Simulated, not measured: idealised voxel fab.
Title: Process Module voxel air gaps
Shown is cross-section cut, with a width of 270 nm and square cells of size 5 nm.
In what follows, cross-sections appear as grids of square cells, described through bands that run from the top down, where every band is one or more rows of cells.
Top, bottom (nm), then materials left to right with widths (nm); lone material tagged "all across" fills the whole band edge to edge; "air" = empty space.
A quick word on heights: they are counted from 0, and under that level the wafer as it came to us is one material throughout. The lowest band is different from the rest in having no bottom; it simply continues downward, written as in "top 0, no bottom".
Note: "30..40" means the width goes from the first number (top row of the band) to the second number (bottom row) in equal steps per row of cells.
Where a step carries "nothing altered", the cross-section came out of it unchanged, cell for cell.
"Enclosed internal voids" enumerates empty spaces isolated from the top, with no open way to it, that contain at least 8 cells, giving each as width x height at distance from the left edge, all three in nm.
Post-settings text on a step line: simulator's own remark regarding the step.
"overlay nm" denotes, for a step that has a mask, the displacement of the mask to the right of its planned place, with negative values corresponding to the left.
Before/after cross-section pairs, one process step each; after shown to lowest changed band; step and settings beneath. Pairs may be from different runs of this module on the same starting wafer; a pair continues from the one above only where its "Cross-section, before" entry says so.
Cross-section, before
* top 0, no bottom = Si all across
* Enclosed internal voids: none
Step Result
* top 10, bottom 0 = SiO2 all across
* Under 0: no change, same as before.
* Enclosed internal voids: none
Processing between the before and after sections above: CONFORMAL_DEP [material SiO2] [thk nm 10]
Cross-section, before: after-step cross-section of the pair just above applies.
Step Result
* top 15, bottom 10 = SiN all across
* Under 10: no change, same as before.
* Enclosed internal voids: none
Processing between the before and after sections above: CONFORMAL_DEP [material SiN] [thk nm 5]
Cross-section, before: after-step cross-section of the pair just above applies.
Step Result
* top 45, bottom 15 = lowk all across
* Under 15: no change, same as before.
* Enclosed internal voids: none
Processing between the before and after sections above: DIRECTIONAL_DEP [material lowk] [thk nm 30]
Cross-section, before: after-step cross-section of the pair just above applies.
Step Result
* top 65, bottom 45 = resist: 80  air: 20  resist: 25  air: 20  resist: 25  air: 20  resist: 80
* Under 45: no change, same as before.
* Enclosed internal voids: none
Processing between the before and after sections above: PATTERN [tone open] [mask id LINES] [material resist] [width nm 20] [pitch nm 45] [thk nm 20] [overlay nm 0]
Cross-section, before: after-step cross-section of the pair just above applies.
Step Result
* top 65, bottom 45 = resist: 80  air: 20  resist: 25  air: 20  resist: 25  air: 20  resist: 80
* top 45, bottom 15 = lowk: 80  air: 20  lowk: 25  air: 20  lowk: 25  air: 20  lowk: 80
* Under 15: no change, same as before.
* Enclosed internal voids: none
Processing between the before and after sections above: DIRECTIONAL_ETCH [etch materials lowk] [depth nm 30]
Cross-section, before: after-step cross-section of the pair just above applies.
Step Result
* top 45, bottom 15 = lowk: 80  air: 20  lowk: 25  air: 20  lowk: 25  air: 20  lowk: 80
* Under 15: no change, same as before.
* Enclosed internal voids: none
Processing between the before and after sections above: STRIP [etch materials resist]
Cross-section, before: after-step cross-section of the pair just above applies.
Step Result
* top 50, bottom 45 = TiN: 85  air: 10  TiN: 35  air: 10  TiN: 35  air: 10  TiN: 85
* top 45, bottom 20 = lowk: 80  TiN: 5  air: 10  TiN: 5  lowk: 25  TiN: 5  air: 10  TiN: 5  lowk: 25  TiN: 5  air: 10  TiN: 5  lowk: 80
* top 20, bottom 15 = lowk: 80  TiN: 20  lowk: 25  TiN: 20  lowk: 25  TiN: 20  lowk: 80
* Under 15: no change, same as before.
* Enclosed internal voids: none
Processing between the before and after sections above: CONFORMAL_DEP [material TiN] [thk nm 5]
Cross-section, before: after-step cross-section of the pair just above applies.
Step Result
* top 60, bottom 50 = Ru all across
* top 50, bottom 45 = TiN: 85  Ru: 10  TiN: 35  Ru: 10  TiN: 35  Ru: 10  TiN: 85
* top 45, bottom 20 = lowk: 80  TiN: 5  Ru: 10  TiN: 5  lowk: 25  TiN: 5  Ru: 10  TiN: 5  lowk: 25  TiN: 5  Ru: 10  TiN: 5  lowk: 80
* Under 20: no change, same as before.
* Enclosed internal voids: none
Processing between the before and after sections above: FILL_DEP [material Ru] [thk nm 10]
Cross-section, before: after-step cross-section of the pair just above applies.
Step Result
* top 45, bottom 20 = lowk: 80  TiN: 5  Ru: 10  TiN: 5  lowk: 25  TiN: 5  Ru: 10  TiN: 5  lowk: 25  TiN: 5  Ru: 10  TiN: 5  lowk: 80
* Under 20: no change, same as before.
* Enclosed internal voids: none
Processing between the before and after sections above: CMP [height nm 45]
Cross-section, before: after-step cross-section of the pair just above applies.
Step Result
* top 55, bottom 45 = air: 70  Ru: 40  air: 5  Ru: 40  air: 5  Ru: 40  air: 70
* Under 45: no change, same as before.
* Enclosed internal voids: none
Processing between the before and after sections above: EPI [material Ru] [thk nm 10]
Cross-section, before: after-step cross-section of the pair just above applies.
Step Result
* top 55, bottom 45 = air: 70  Ru: 40  air: 5  Ru: 40  air: 5  Ru: 40  air: 70
* top 45, bottom 20 = air: 80  TiN: 5  Ru: 10  TiN: 5  air: 25  TiN: 5  Ru: 10  TiN: 5  air: 25  TiN: 5  Ru: 10  TiN: 5  air: 80
* top 20, bottom 15 = air: 80  TiN: 20  air: 25  TiN: 20  air: 25  TiN: 20  air: 80
* Under 15: no change, same as before.
* Enclosed internal voids: none
Processing between the before and after sections above: SELECTIVE_ETCH [etch materials lowk] [depth nm 40]
Cross-section, before: after-step cross-section of the pair just above applies.
Step Result
* top 60, bottom 55 = air: 65  SiCN: 140  air: 65
* top 55, bottom 45 = air: 65  SiCN: 5  Ru: 40  SiCN: 5  Ru: 40  SiCN: 5  Ru: 40  SiCN: 5  air: 65
* top 45, bottom 40 = air: 65  SiCN: 15  TiN: 5  Ru: 10  TiN: 5  SiCN: 25  TiN: 5  Ru: 10  TiN: 5  SiCN: 25  TiN: 5  Ru: 10  TiN: 5  SiCN: 15  air: 65
* top 40, bottom 20 = air: 75  SiCN: 5  TiN: 5  Ru: 10  TiN: 5  SiCN: 5  air: 15  SiCN: 5  TiN: 5  Ru: 10  TiN: 5  SiCN: 5  air: 15  SiCN: 5  TiN: 5  Ru: 10  TiN: 5  SiCN: 5  air: 75
* top 20, bottom 15 = SiCN: 80  TiN: 20  SiCN: 25  TiN: 20  SiCN: 25  TiN: 20  SiCN: 80
* Under 15: no change, same as before.
* Enclosed internal voids: 15 x 20 at 105; 15 x 20 at 150
Processing between the before and after sections above: CONFORMAL_DEP [material SiCN] [thk nm 5]
Cross-section, before
* top 60, bottom 50 = Ru all across
* top 50, bottom 45 = TiN: 85  Ru: 10  TiN: 35  Ru: 10  TiN: 35  Ru: 10  TiN: 85
* top 45, bottom 20 = lowk: 80  TiN: 5  Ru: 10  TiN: 5  lowk: 25  TiN: 5  Ru: 10  TiN: 5  lowk: 25  TiN: 5  Ru: 10  TiN: 5  lowk: 80
* top 20, bottom 15 = lowk: 80  TiN: 20  lowk: 25  TiN: 20  lowk: 25  TiN: 20  lowk: 80
* top 15, bottom 10 = SiN all across
* top 10, bottom 0 = SiO2 all across
* top 0, no bottom = Si all across
* Enclosed internal voids: none
Step Result
* top 70, bottom 50 = Ru all across
* Under 50: no change, same as before.
* Enclosed internal voids: none
Processing between the before and after sections above: EPI [material Ru] [thk nm 10]
Cross-section, before: after-step cross-section of the pair just above applies.
Step Result
* top 75, bottom 70 = SiCN all across
* Under 70: no change, same as before.
* Enclosed internal voids: none
Processing between the before and after sections above: CONFORMAL_DEP [material SiCN] [thk nm 5]
Cross-section, before
* top 55, bottom 45 = air: 70  Ru: 40  air: 5  Ru: 40  air: 5  Ru: 40  air: 70
* top 45, bottom 20 = lowk: 80  TiN: 5  Ru: 10  TiN: 5  lowk: 25  TiN: 5  Ru: 10  TiN: 5  lowk: 25  TiN: 5  Ru: 10  TiN: 5  lowk: 80
* top 20, bottom 15 = lowk: 80  TiN: 20  lowk: 25  TiN: 20  lowk: 25  TiN: 20  lowk: 80
* top 15, bottom 10 = SiN all across
* top 10, bottom 0 = SiO2 all across
* top 0, no bottom = Si all across
* Enclosed internal voids: none
Step Result
* top 65, bottom 45 = air: 60  Ru: 150  air: 60
* Under 45: no change, same as before.
* Enclosed internal voids: none
Processing between the before and after sections above: EPI [material Ru] [thk nm 10]
Cross-section, before: after-step cross-section of the pair just above applies.
Step Result
* top 65, bottom 45 = air: 60  Ru: 150  air: 60
* top 45, bottom 20 = air: 80  TiN: 5  Ru: 10  TiN: 5  lowk: 25  TiN: 5  Ru: 10  TiN: 5  lowk: 25  TiN: 5  Ru: 10  TiN: 5  air: 80
* top 20, bottom 15 = air: 80  TiN: 20  lowk: 25  TiN: 20  lowk: 25  TiN: 20  air: 80
* Under 15: no change, same as before.
* Enclosed internal voids: none
Processing between the before and after sections above: SELECTIVE_ETCH [etch materials lowk] [depth nm 40]
Cross-section, before: after-step cross-section of the pair just above applies.
Step Result
* top 70, bottom 65 = air: 55  SiCN: 160  air: 55
* top 65, bottom 45 = air: 55  SiCN: 5  Ru: 150  SiCN: 5  air: 55
* top 45, bottom 40 = air: 55  SiCN: 25  TiN: 5  Ru: 10  TiN: 5  lowk: 25  TiN: 5  Ru: 10  TiN: 5  lowk: 25  TiN: 5  Ru: 10  TiN: 5  SiCN: 25  air: 55
* top 40, bottom 20 = air: 75  SiCN: 5  TiN: 5  Ru: 10  TiN: 5  lowk: 25  TiN: 5  Ru: 10  TiN: 5  lowk: 25  TiN: 5  Ru: 10  TiN: 5  SiCN: 5  air: 75
* top 20, bottom 15 = SiCN: 80  TiN: 20  lowk: 25  TiN: 20  lowk: 25  TiN: 20  SiCN: 80
* Under 15: no change, same as before.
* Enclosed internal voids: none
Processing between the before and after sections above: CONFORMAL_DEP [material SiCN] [thk nm 5]
Cross-section, before
* top 45, bottom 20 = lowk: 80  TiN: 5  Ru: 10  TiN: 5  lowk: 25  TiN: 5  Ru: 10  TiN: 5  lowk: 25  TiN: 5  Ru: 10  TiN: 5  lowk: 80
* top 20, bottom 15 = lowk: 80  TiN: 20  lowk: 25  TiN: 20  lowk: 25  TiN: 20  lowk: 80
* top 15, bottom 10 = SiN all across
* top 10, bottom 0 = SiO2 all across
* top 0, no bottom = Si all across
* Enclosed internal voids: none
Step Result
* top 45, bottom 20 = air: 80  TiN: 5  Ru: 10  TiN: 5  air: 25  TiN: 5  Ru: 10  TiN: 5  air: 25  TiN: 5  Ru: 10  TiN: 5  air: 80
* top 20, bottom 15 = air: 80  TiN: 20  air: 25  TiN: 20  air: 25  TiN: 20  air: 80
* Under 15: no change, same as before.
* Enclosed internal voids: none
Processing between the before and after sections above: SELECTIVE_ETCH [etch materials lowk] [depth nm 40]
Cross-section, before: after-step cross-section of the pair just above applies.
Step Result
* top 55, bottom 45 = air: 70  Ru: 40  air: 5  Ru: 40  air: 5  Ru: 40  air: 70
* top 45, bottom 20 = air: 70  Ru: 10  TiN: 5  Ru: 10  TiN: 5  Ru: 10  air: 5  Ru: 10  TiN: 5  Ru: 10  TiN: 5  Ru: 10  air: 5  Ru: 10  TiN: 5  Ru: 10  TiN: 5  Ru: 10  air: 70
* top 20, bottom 15 = air: 70  Ru: 10  TiN: 20  Ru: 10  air: 5  Ru: 10  TiN: 20  Ru: 10  air: 5  Ru: 10  TiN: 20  Ru: 10  air: 70
* Under 15: no change, same as before.
* Enclosed internal voids: none
Processing between the before and after sections above: EPI [material Ru] [thk nm 10]
Cross-section, before: after-step cross-section of the pair just above applies.
Step Result
* top 60, bottom 55 = air: 65  SiCN: 140  air: 65
* top 55, bottom 45 = air: 65  SiCN: 5  Ru: 40  SiCN: 5  Ru: 40  SiCN: 5  Ru: 40  SiCN: 5  air: 65
* top 45, bottom 20 = air: 65  SiCN: 5  Ru: 10  TiN: 5  Ru: 10  TiN: 5  Ru: 10  SiCN: 5  Ru: 10  TiN: 5  Ru: 10  TiN: 5  Ru: 10  SiCN: 5  Ru: 10  TiN: 5  Ru: 10  TiN: 5  Ru: 10  SiCN: 5  air: 65
* top 20, bottom 15 = SiCN: 70  Ru: 10  TiN: 20  Ru: 10  SiCN: 5  Ru: 10  TiN: 20  Ru: 10  SiCN: 5  Ru: 10  TiN: 20  Ru: 10  SiCN: 70
* Under 15: no change, same as before.
* Enclosed internal voids: none
Processing between the before and after sections above: CONFORMAL_DEP [material SiCN] [thk nm 5]
Cross-section, before
* top 15, bottom 10 = SiN all across
* top 10, bottom 0 = SiO2 all across
* top 0, no bottom = Si all across
* Enclosed internal voids: none
Step Result
* top 40, bottom 15 = lowk all across
* Under 15: no change, same as before.
* Enclosed internal voids: none
Processing between the before and after sections above: DIRECTIONAL_DEP [material lowk] [thk nm 25]
Cross-section, before: after-step cross-section of the pair just above applies.
Step Result
* top 60, bottom 40 = resist: 80  air: 20  resist: 25  air: 20  resist: 25  air: 20  resist: 80
* Under 40: no change, same as before.
* Enclosed internal voids: none
Processing between the before and after sections above: PATTERN [tone open] [mask id LINES] [material resist] [width nm 20] [pitch nm 45] [thk nm 20] [overlay nm 0]
Cross-section, before: after-step cross-section of the pair just above applies.
Step Result
* top 60, bottom 40 = resist: 80  air: 20  resist: 25  air: 20  resist: 25  air: 20  resist: 80
* top 40, bottom 15 = lowk: 80  air: 20  lowk: 25  air: 20  lowk: 25  air: 20  lowk: 80
* Under 15: no change, same as before.
* Enclosed internal voids: none
Processing between the before and after sections above: DIRECTIONAL_ETCH [etch materials lowk] [depth nm 30]
Cross-section, before: after-step cross-section of the pair just above applies.
Step Result
* top 40, bottom 15 = lowk: 80  air: 20  lowk: 25  air: 20  lowk: 25  air: 20  lowk: 80
* Under 15: no change, same as before.
* Enclosed internal voids: none
Processing between the before and after sections above: STRIP [etch materials resist]
Cross-section, before: after-step cross-section of the pair just above applies.
Step Result
* top 45, bottom 40 = TiN: 85  air: 10  TiN: 35  air: 10  TiN: 35  air: 10  TiN: 85
* top 40, bottom 20 = lowk: 80  TiN: 5  air: 10  TiN: 5  lowk: 25  TiN: 5  air: 10  TiN: 5  lowk: 25  TiN: 5  air: 10  TiN: 5  lowk: 80
* top 20, bottom 15 = lowk: 80  TiN: 20  lowk: 25  TiN: 20  lowk: 25  TiN: 20  lowk: 80
* Under 15: no change, same as before.
* Enclosed internal voids: none
Processing between the before and after sections above: CONFORMAL_DEP [material TiN] [thk nm 5]
Cross-section, before: after-step cross-section of the pair just above applies.
Step Result
* top 55, bottom 45 = Ru all across
* top 45, bottom 40 = TiN: 85  Ru: 10  TiN: 35  Ru: 10  TiN: 35  Ru: 10  TiN: 85
* top 40, bottom 20 = lowk: 80  TiN: 5  Ru: 10  TiN: 5  lowk: 25  TiN: 5  Ru: 10  TiN: 5  lowk: 25  TiN: 5  Ru: 10  TiN: 5  lowk: 80
* Under 20: no change, same as before.
* Enclosed internal voids: none
Processing between the before and after sections above: FILL_DEP [material Ru] [thk nm 10]
Cross-section, before: after-step cross-section of the pair just above applies.
Step Result
* top 45, bottom 40 = TiN: 85  Ru: 10  TiN: 35  Ru: 10  TiN: 35  Ru: 10  TiN: 85
* Under 40: no change, same as before.
* Enclosed internal voids: none
Processing between the before and after sections above: CMP [height nm 45]
Cross-section, before: after-step cross-section of the pair just above applies.
Step Result
* top 55, bottom 45 = Ru all across
* Under 45: no change, same as before.
* Enclosed internal voids: none
Processing between the before and after sections above: EPI [material Ru] [thk nm 10]
Cross-section, before: after-step cross-section of the pair just above applies.
Step Result
* top 60, bottom 55 = SiCN all across
* Under 55: no change, same as before.
* Enclosed internal voids: none
Processing between the before and after sections above: CONFORMAL_DEP [material SiCN] [thk nm 5]
Cross-section, before
* top 45, bottom 15 = lowk all across
* top 15, bottom 10 = SiN all across
* top 10, bottom 0 = SiO2 all across
* top 0, no bottom = Si all across
* Enclosed internal voids: none
Step Result
* top 65, bottom 45 = resist: 80  air: 25  resist: 20  air: 25  resist: 20  air: 25  resist: 75
* Under 45: no change, same as before.
* Enclosed internal voids: none
Processing between the before and after sections above: PATTERN [tone open] [mask id LINES] [material resist] [width nm 25] [pitch nm 45] [thk nm 20] [overlay nm 0]
Cross-section, before: after-step cross-section of the pair just above applies.
Step Result
* top 65, bottom 45 = resist: 80  air: 25  resist: 20  air: 25  resist: 20  air: 25  resist: 75
* top 45, bottom 15 = lowk: 80  air: 25  lowk: 20  air: 25  lowk: 20  air: 25  lowk: 75
* Under 15: no change, same as before.
* Enclosed internal voids: none
Processing between the before and after sections above: DIRECTIONAL_ETCH [etch materials lowk] [depth nm 30]
Cross-section, before: after-step cross-section of the pair just above applies.
Step Result
* top 45, bottom 15 = lowk: 80  air: 25  lowk: 20  air: 25  lowk: 20  air: 25  lowk: 75
* Under 15: no change, same as before.
* Enclosed internal voids: none
Processing between the before and after sections above: STRIP [etch materials resist]
Cross-section, before: after-step cross-section of the pair just above applies.
Step Result
* top 50, bottom 45 = TiN: 85  air: 15  TiN: 30  air: 15  TiN: 30  air: 15  TiN: 80
* top 45, bottom 20 = lowk: 80  TiN: 5  air: 15  TiN: 5  lowk: 20  TiN: 5  air: 15  TiN: 5  lowk: 20  TiN: 5  air: 15  TiN: 5  lowk: 75
* top 20, bottom 15 = lowk: 80  TiN: 25  lowk: 20  TiN: 25  lowk: 20  TiN: 25  lowk: 75
* Under 15: no change, same as before.
* Enclosed internal voids: none
Processing between the before and after sections above: CONFORMAL_DEP [material TiN] [thk nm 5]
Cross-section, before: after-step cross-section of the pair just above applies.
Step Result
* top 60, bottom 50 = Ru all across
* top 50, bottom 45 = TiN: 85  Ru: 15  TiN: 30  Ru: 15  TiN: 30  Ru: 15  TiN: 80
* top 45, bottom 20 = lowk: 80  TiN: 5  Ru: 15  TiN: 5  lowk: 20  TiN: 5  Ru: 15  TiN: 5  lowk: 20  TiN: 5  Ru: 15  TiN: 5  lowk: 75
* Under 20: no change, same as before.
* Enclosed internal voids: none
Processing between the before and after sections above: FILL_DEP [material Ru] [thk nm 10]
Cross-section, before: after-step cross-section of the pair just above applies.
Step Result
* top 45, bottom 20 = lowk: 80  TiN: 5  Ru: 15  TiN: 5  lowk: 20  TiN: 5  Ru: 15  TiN: 5  lowk: 20  TiN: 5  Ru: 15  TiN: 5  lowk: 75
* Under 20: no change, same as before.
* Enclosed internal voids: none
Processing between the before and after sections above: CMP [height nm 45]
Cross-section, before: after-step cross-section of the pair just above applies.
Step Result
* top 55, bottom 45 = air: 70  Ru: 135  air: 65
* Under 45: no change, same as before.
* Enclosed internal voids: none
Processing between the before and after sections above: EPI [material Ru] [thk nm 10]
Cross-section, before: after-step cross-section of the pair just above applies.
Step Result
* top 55, bottom 45 = air: 70  Ru: 135  air: 65
* top 45, bottom 20 = air: 80  TiN: 5  Ru: 15  TiN: 5  lowk: 20  TiN: 5  Ru: 15  TiN: 5  lowk: 20  TiN: 5  Ru: 15  TiN: 5  air: 75
* top 20, bottom 15 = air: 80  TiN: 25  lowk: 20  TiN: 25  lowk: 20  TiN: 25  air: 75
* Under 15: no change, same as before.
* Enclosed internal voids: none
Processing between the before and after sections above: SELECTIVE_ETCH [etch materials lowk] [depth nm 40]
Cross-section, before: after-step cross-section of the pair just above applies.
Step Result
* top 60, bottom 55 = air: 65  SiCN: 145  air: 60
* top 55, bottom 45 = air: 65  SiCN: 5  Ru: 135  SiCN: 5  air: 60
* top 45, bottom 40 = air: 65  SiCN: 15  TiN: 5  Ru: 15  TiN: 5  lowk: 20  TiN: 5  Ru: 15  TiN: 5  lowk: 20  TiN: 5  Ru: 15  TiN: 5  SiCN: 15  air: 60
* top 40, bottom 20 = air: 75  SiCN: 5  TiN: 5  Ru: 15  TiN: 5  lowk: 20  TiN: 5  Ru: 15  TiN: 5  lowk: 20  TiN: 5  Ru: 15  TiN: 5  SiCN: 5  air: 70
* top 20, bottom 15 = SiCN: 80  TiN: 25  lowk: 20  TiN: 25  lowk: 20  TiN: 25  SiCN: 75
* Under 15: no change, same as before.
* Enclosed internal voids: none
Processing between the before and after sections above: CONFORMAL_DEP [material SiCN] [thk nm 5]
Cross-section, before
* top 45, bottom 15 = lowk all across
* top 15, bottom 10 = SiN all across
* top 10, bottom 0 = SiO2 all across
* top 0, no bottom = Si all across
* Enclosed internal voids: none
Step Result
* top 65, bottom 45 = resist: 70  air: 20  resist: 25  air: 20  resist: 25  air: 20  resist: 90
* Under 45: no change, same as before.
* Enclosed internal voids: none
Processing between the before and after sections above: PATTERN [tone open] [mask id LINES] [material resist] [width nm 20] [pitch nm 45] [thk nm 20] [overlay nm -10]
Cross-section, before: after-step cross-section of the pair just above applies.
Step Result
* top 65, bottom 45 = resist: 70  air: 20  resist: 25  air: 20  resist: 25  air: 20  resist: 90
* top 45, bottom 15 = lowk: 70  air: 20  lowk: 25  air: 20  lowk: 25  air: 20  lowk: 90
* Under 15: no change, same as before.
* Enclosed internal voids: none
Processing between the before and after sections above: DIRECTIONAL_ETCH [etch materials lowk] [depth nm 30]
Cross-section, before: after-step cross-section of the pair just above applies.
Step Result
* top 45, bottom 15 = lowk: 70  air: 20  lowk: 25  air: 20  lowk: 25  air: 20  lowk: 90
* Under 15: no change, same as before.
* Enclosed internal voids: none
Processing between the before and after sections above: STRIP [etch materials resist]
Cross-section, before: after-step cross-section of the pair just above applies.
Step Result
* top 50, bottom 45 = TiN: 75  air: 10  TiN: 35  air: 10  TiN: 35  air: 10  TiN: 95
* top 45, bottom 20 = lowk: 70  TiN: 5  air: 10  TiN: 5  lowk: 25  TiN: 5  air: 10  TiN: 5  lowk: 25  TiN: 5  air: 10  TiN: 5  lowk: 90
* top 20, bottom 15 = lowk: 70  TiN: 20  lowk: 25  TiN: 20  lowk: 25  TiN: 20  lowk: 90
* Under 15: no change, same as before.
* Enclosed internal voids: none
Processing between the before and after sections above: CONFORMAL_DEP [material TiN] [thk nm 5]
Cross-section, before: after-step cross-section of the pair just above applies.
Step Result
* top 60, bottom 50 = Ru all across
* top 50, bottom 45 = TiN: 75  Ru: 10  TiN: 35  Ru: 10  TiN: 35  Ru: 10  TiN: 95
* top 45, bottom 20 = lowk: 70  TiN: 5  Ru: 10  TiN: 5  lowk: 25  TiN: 5  Ru: 10  TiN: 5  lowk: 25  TiN: 5  Ru: 10  TiN: 5  lowk: 90
* Under 20: no change, same as before.
* Enclosed internal voids: none
Processing between the before and after sections above: FILL_DEP [material Ru] [thk nm 10]
Cross-section, before: after-step cross-section of the pair just above applies.
Step Result
* top 45, bottom 20 = lowk: 70  TiN: 5  Ru: 10  TiN: 5  lowk: 25  TiN: 5  Ru: 10  TiN: 5  lowk: 25  TiN: 5  Ru: 10  TiN: 5  lowk: 90
* Under 20: no change, same as before.
* Enclosed internal voids: none
Processing between the before and after sections above: CMP [height nm 45]
Cross-section, before: after-step cross-section of the pair just above applies.
Step Result
* top 55, bottom 45 = air: 60  Ru: 40  air: 5  Ru: 40  air: 5  Ru: 40  air: 80
* Under 45: no change, same as before.
* Enclosed internal voids: none
Processing between the before and after sections above: EPI [material Ru] [thk nm 10]
Cross-section, before: after-step cross-section of the pair just above applies.
Step Result
* top 55, bottom 45 = air: 60  Ru: 40  air: 5  Ru: 40  air: 5  Ru: 40  air: 80
* top 45, bottom 20 = air: 70  TiN: 5  Ru: 10  TiN: 5  air: 25  TiN: 5  Ru: 10  TiN: 5  air: 25  TiN: 5  Ru: 10  TiN: 5  air: 90
* top 20, bottom 15 = air: 70  TiN: 20  air: 25  TiN: 20  air: 25  TiN: 20  air: 90
* Under 15: no change, same as before.
* Enclosed internal voids: none
Processing between the before and after sections above: SELECTIVE_ETCH [etch materials lowk] [depth nm 40]
Cross-section, before: after-step cross-section of the pair just above applies.
Step Result
* top 60, bottom 55 = air: 55  SiCN: 140  air: 75
* top 55, bottom 45 = air: 55  SiCN: 5  Ru: 40  SiCN: 5  Ru: 40  SiCN: 5  Ru: 40  SiCN: 5  air: 75
* top 45, bottom 40 = air: 55  SiCN: 15  TiN: 5  Ru: 10  TiN: 5  SiCN: 25  TiN: 5  Ru: 10  TiN: 5  SiCN: 25  TiN: 5  Ru: 10  TiN: 5  SiCN: 15  air: 75
* top 40, bottom 20 = air: 65  SiCN: 5  TiN: 5  Ru: 10  TiN: 5  SiCN: 5  air: 15  SiCN: 5  TiN: 5  Ru: 10  TiN: 5  SiCN: 5  air: 15  SiCN: 5  TiN: 5  Ru: 10  TiN: 5  SiCN: 5  air: 85
* top 20, bottom 15 = SiCN: 70  TiN: 20  SiCN: 25  TiN: 20  SiCN: 25  TiN: 20  SiCN: 90
* Under 15: no change, same as before.
* Enclosed internal voids: 15 x 20 at 95; 15 x 20 at 140
Processing between the before and after sections above: CONFORMAL_DEP [material SiCN] [thk nm 5]
Cross-section, before
* top 10, bottom 0 = SiO2 all across
* top 0, no bottom = Si all across
* Enclosed internal voids: none
Step Result
* top 15, bottom 10 = TiN all across
* Under 10: no change, same as before.
* Enclosed internal voids: none
Processing between the before and after sections above: CONFORMAL_DEP [material TiN] [thk nm 5]
Cross-section, before: after-step cross-section of the pair just above applies.
Step Result
* top 45, bottom 15 = lowk all across
* Under 15: no change, same as before.
* Enclosed internal voids: none
Processing between the before and after sections above: DIRECTIONAL_DEP [material lowk] [thk nm 30]
Cross-section, before: after-step cross-section of the pair just above applies.
Step Result
* top 65, bottom 45 = resist: 80  air: 20  resist: 25  air: 20  resist: 25  air: 20  resist: 80
* Under 45: no change, same as before.
* Enclosed internal voids: none
Processing between the before and after sections above: PATTERN [tone open] [mask id LINES] [material resist] [width nm 20] [pitch nm 45] [thk nm 20] [overlay nm 0]
Cross-section, before: after-step cross-section of the pair just above applies.
Step Result
* top 65, bottom 45 = resist: 80  air: 20  resist: 25  air: 20  resist: 25  air: 20  resist: 80
* top 45, bottom 15 = lowk: 80  air: 20  lowk: 25  air: 20  lowk: 25  air: 20  lowk: 80
* Under 15: no change, same as before.
* Enclosed internal voids: none
Processing between the before and after sections above: DIRECTIONAL_ETCH [etch materials lowk] [depth nm 30]
Cross-section, before: after-step cross-section of the pair just above applies.
Step Result
* top 45, bottom 15 = lowk: 80  air: 20  lowk: 25  air: 20  lowk: 25  air: 20  lowk: 80
* Under 15: no change, same as before.
* Enclosed internal voids: none
Processing between the before and after sections above: STRIP [etch materials resist]
Cross-section, before: after-step cross-section of the pair just above applies.
Step Result
* top 50, bottom 45 = TiN: 85  air: 10  TiN: 35  air: 10  TiN: 35  air: 10  TiN: 85
* top 45, bottom 20 = lowk: 80  TiN: 5  air: 10  TiN: 5  lowk: 25  TiN: 5  air: 10  TiN: 5  lowk: 25  TiN: 5  air: 10  TiN: 5  lowk: 80
* top 20, bottom 15 = lowk: 80  TiN: 20  lowk: 25  TiN: 20  lowk: 25  TiN: 20  lowk: 80
* Under 15: no change, same as before.
* Enclosed internal voids: none
Processing between the before and after sections above: CONFORMAL_DEP [material TiN] [thk nm 5]
Cross-section, before: after-step cross-section of the pair just above applies.
Step Result
* top 60, bottom 50 = Ru all across
* top 50, bottom 45 = TiN: 85  Ru: 10  TiN: 35  Ru: 10  TiN: 35  Ru: 10  TiN: 85
* top 45, bottom 20 = lowk: 80  TiN: 5  Ru: 10  TiN: 5  lowk: 25  TiN: 5  Ru: 10  TiN: 5  lowk: 25  TiN: 5  Ru: 10  TiN: 5  lowk: 80
* Under 20: no change, same as before.
* Enclosed internal voids: none
Processing between the before and after sections above: FILL_DEP [material Ru] [thk nm 10]
Cross-section, before: after-step cross-section of the pair just above applies.
Step Result
* top 45, bottom 20 = lowk: 80  TiN: 5  Ru: 10  TiN: 5  lowk: 25  TiN: 5  Ru: 10  TiN: 5  lowk: 25  TiN: 5  Ru: 10  TiN: 5  lowk: 80
* Under 20: no change, same as before.
* Enclosed internal voids: none
Processing between the before and after sections above: CMP [height nm 45]
Cross-section, before: after-step cross-section of the pair just above applies.
Step Result
* top 55, bottom 45 = air: 70  Ru: 40  air: 5  Ru: 40  air: 5  Ru: 40  air: 70
* Under 45: no change, same as before.
* Enclosed internal voids: none
Processing between the before and after sections above: EPI [material Ru] [thk nm 10]
Cross-section, before: after-step cross-section of the pair just above applies.
Step Result
* top 55, bottom 45 = air: 70  Ru: 40  air: 5  Ru: 40  air: 5  Ru: 40  air: 70
* top 45, bottom 20 = air: 80  TiN: 5  Ru: 10  TiN: 5  air: 25  TiN: 5  Ru: 10  TiN: 5  air: 25  TiN: 5  Ru: 10  TiN: 5  air: 80
* top 20, bottom 15 = air: 80  TiN: 20  air: 25  TiN: 20  air: 25  TiN: 20  air: 80
* Under 15: no change, same as before.
* Enclosed internal voids: none
Processing between the before and after sections above: SELECTIVE_ETCH [etch materials lowk] [depth nm 40]
Cross-section, before: after-step cross-section of the pair just above applies.
Step Result
* top 60, bottom 55 = air: 65  SiCN: 140  air: 65
* top 55, bottom 45 = air: 65  SiCN: 5  Ru: 40  SiCN: 5  Ru: 40  SiCN: 5  Ru: 40  SiCN: 5  air: 65
* top 45, bottom 40 = air: 65  SiCN: 15  TiN: 5  Ru: 10  TiN: 5  SiCN: 25  TiN: 5  Ru: 10  TiN: 5  SiCN: 25  TiN: 5  Ru: 10  TiN: 5  SiCN: 15  air: 65
* top 40, bottom 20 = air: 75  SiCN: 5  TiN: 5  Ru: 10  TiN: 5  SiCN: 5  air: 15  SiCN: 5  TiN: 5  Ru: 10  TiN: 5  SiCN: 5  air: 15  SiCN: 5  TiN: 5  Ru: 10  TiN: 5  SiCN: 5  air: 75
* top 20, bottom 15 = SiCN: 80  TiN: 20  SiCN: 25  TiN: 20  SiCN: 25  TiN: 20  SiCN: 80
* Under 15: no change, same as before.
* Enclosed internal voids: 15 x 20 at 105; 15 x 20 at 150
Processing between the before and after sections above: CONFORMAL_DEP [material SiCN] [thk nm 5]
Cross-section, before
* top 45, bottom 15 = lowk all across
* top 15, bottom 10 = SiN all across
* top 10, bottom 0 = SiO2 all across
* top 0, no bottom = Si all across
* Enclosed internal voids: none
Step Result
* top 65, bottom 45 = air: 80  resist: 20  air: 25  resist: 20  air: 25  resist: 20  air: 80
* Under 45: no change, same as before.
* Enclosed internal voids: none
Processing between the before and after sections above: PATTERN [tone cover] [mask id LINES] [material resist] [width nm 20] [pitch nm 45] [thk nm 20] [overlay nm 0]
Cross-section, before: after-step cross-section of the pair just above applies.
Step Result
* top 65, bottom 45 = air: 80  resist: 20  air: 25  resist: 20  air: 25  resist: 20  air: 80
* top 45, bottom 15 = air: 80  lowk: 20  air: 25  lowk: 20  air: 25  lowk: 20  air: 80
* Under 15: no change, same as before.
* Enclosed internal voids: none
Processing between the before and after sections above: DIRECTIONAL_ETCH [etch materials lowk] [depth nm 30]
